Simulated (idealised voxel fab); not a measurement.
process module | voxel air gaps
Square cell edge 5 nm, section width 300 nm, ID cut.
Think of the cross-section as a grid of square cells. We describe it in bands, top to bottom, and each band covers one or more rows of those cells.
What a band's entry tells you: where the top is and where the bottom is, as heights in nm, and after that what lies inside, material by material from left to right, each with its width in nm. Empty space is written as the word "blank", and a single material marked with the word "all across" occupies the band from edge to edge.
Heads up on the height convention: 0 is the point under which the incoming wafer is all one material, and the lowest band has no bottom, it just keeps going down, like "0..down".
A width such as "30 to 40" changes by the same amount from each row of cells to the next, from the band's top row to its bottom row.
No cell of the cross-section changed in a step that is given as "same as before".
If an empty space has no open way to the top and is at least 8 cells in size, "Enclosed void entries" lists it, written width x height at distance, where distance is measured from the left edge and every value is in nm.
Formally, on a step line, whatever follows the settings is a remark that the simulator itself makes on the step.
For masked steps, "overlay nm" on the step line gives how far right of plan the mask actually lay; a minus sign means it lay to the left.

This section lists the process steps that were planned:
step 1: RECEIVE (material Si)
step 2: CONFORMAL_DEP (material SiO2; thk nm 5)
step 3: CONFORMAL_DEP (material SiN; thk nm 5)
step 4: DIRECTIONAL_DEP (material SiO2; thk nm 35)
step 5: MASKED_ETCH (tone open; mask id LINES; width nm 15; pitch nm 40; etch materials SiO2; depth nm 35; overlay nm 0)
step 6: CONFORMAL_DEP (material TiN; thk nm 5)
step 7: FILL_DEP (material W; thk nm 10)
step 8: CMP (height nm 50)
step 9: EPI (material Ru; thk nm 10)
step 10: SELECTIVE_ETCH (etch materials SiO2; depth nm 45)
step 11: CONFORMAL_DEP (material SiCN; thk nm 5)
Quick note for whoever runs this: the wafers start identical, but the thk nm at step 2 isn't the same across them. The plan just shows what the first wafer had.

First wafer of several, as received: cross-section after step 1:
> 0..down | Si all across
> Enclosed void entries: none

Gained (+) or lost (-) cells of each material since receipt, then closed voids: one row per wafer, at the end of the module:
thk nm 5 | +120 Ru | +60 SiCN | +60 SiN | +396 SiO2 | +116 TiN | +28 W | Enclosed void entries: none
thk nm 10 | +56 Ru | +152 SiCN | +60 SiN | +120 SiO2 | +60 TiN | +24 W | Enclosed void entries: 15 x 25 at 100; 15 x 25 at 140; 15 x 25 at 180
thk nm 15 | +56 Ru | +144 SiCN | +60 SiN | +180 SiO2 | +52 TiN | +20 W | Enclosed void entries: 15 x 20 at 100; 15 x 20 at 140; 15 x 20 at 180
thk nm 20 | +56 Ru | +136 SiCN | +60 SiN | +240 SiO2 | +44 TiN | +16 W | Enclosed void entries: 15 x 15 at 100; 15 x 15 at 140; 15 x 15 at 180
thk nm 25 | +56 Ru | +128 SiCN | +60 SiN | +300 SiO2 | +36 TiN | +12 W | Enclosed void entries: none
